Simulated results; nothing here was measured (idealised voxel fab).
process module | voxel self aligned vias
cross-section cut | 175 nm wide | cells 5 nm
A cross-section is a grid of square cells, given in bands from the top down. A band is one or more rows of cells.
Each band's line starts with the height of the band's top and of its bottom, in nm. Then come its materials from left to right, each with its width in nm. One material with "throughout" fills the band from edge to edge. "air" is empty space.
Height 0 is the level under which the wafer as received is all one material. The lowest band goes on downwards, as in "0 down".
A width such as "30 to 40" changes by the same amount from each row of cells to the next, from the band's top row to its bottom row.
"no change" after a step means that no cell of the cross-section changed.
closed voids: empty space of 8 cells or more with no open way to the top, each as width x height at its distance from the left edge, in nm
after a step's settings: what the simulator itself notes on the step
overlay nm, on a step with a mask: how far to the right of its planned place the mask lay; to the left if negative
plan
1 op RECEIVE | material Si
2 op CONFORMAL_DEP | material SiO2 | thk nm 10
3 op CONFORMAL_DEP | material SiCN | thk nm 5
4 op DIRECTIONAL_DEP | material SiO2 | thk nm 25
5 op MASKED_ETCH | tone open | mask id LINES | width nm 25 | pitch nm 65 | etch materials SiO2 | depth nm 25 | overlay nm 0
6 op CONFORMAL_DEP | material TiN | thk nm 5
7 op FILL_DEP | material Ru | thk nm 5
8 op CMP | height nm 40
9 op SELECTIVE_ETCH | etch materials W Ru TiN | depth nm 5
10 op FILL_DEP | material SiN | thk nm 5
11 op CMP | height nm 40
12 op DIRECTIONAL_DEP | material SiO2 | thk nm 20
13 op DIRECTIONAL_DEP | material aC | thk nm 15
14 op PATTERN | tone open | mask id VIAS | material resist | width nm 35 | thk nm 35 | overlay nm 0
15 op DIRECTIONAL_ETCH | etch materials aC | depth nm 15
16 op STRIP | etch materials resist
17 op DIRECTIONAL_ETCH | etch materials SiO2 | depth nm 20
18 op DIRECTIONAL_ETCH | etch materials SiN | depth nm 5
19 op STRIP | etch materials aC
20 op CONFORMAL_DEP | material TiN | thk nm 5
21 op FILL_DEP | material Cu | thk nm 5
22 op CMP | height nm 60
23 op CONFORMAL_DEP | material SiCN | thk nm 5
as received, after step 1
  0 down: Si throughout
  closed voids: none
first wafer at the end, as planned
  65 to 60: SiCN throughout
  60 to 45: SiO2 35 | TiN 5 | Cu 25 | TiN 5 | SiO2 105
  45 to 40: SiO2 35 | TiN 10 | Cu 15 | TiN 10 | SiO2 105
  40 to 35: SiO2 40 | TiN 25 | SiO2 40 | SiN 25 | SiO2 45
  35 to 20: SiO2 40 | TiN 5 | Ru 15 | TiN 5 | SiO2 40 | TiN 5 | Ru 15 | TiN 5 | SiO2 45
  20 to 15: SiO2 40 | TiN 25 | SiO2 40 | TiN 25 | SiO2 45
  15 to 10: SiCN throughout
  10 to 0: SiO2 throughout
  0 down: Si throughout
  closed voids: none
second wafer at the end: like start, like plan, one mistake
  65 to 60: SiCN throughout
  60 to 45: SiO2 35 | TiN 5 | Cu 25 | TiN 5 | SiO2 105
  45 to 40: SiO2 35 | TiN 35 | SiO2 105
  40 to 35: SiCN throughout
  35 to 0: SiO2 throughout
  0 down: Si throughout
  closed voids: none
what went wrong: steps 3 and 4 were swapped
at the end the second wafer has, in cells: 3 fewer of Cu | 18 fewer of Ru | 5 fewer of SiN | 50 more of SiO2 | 24 fewer of TiN
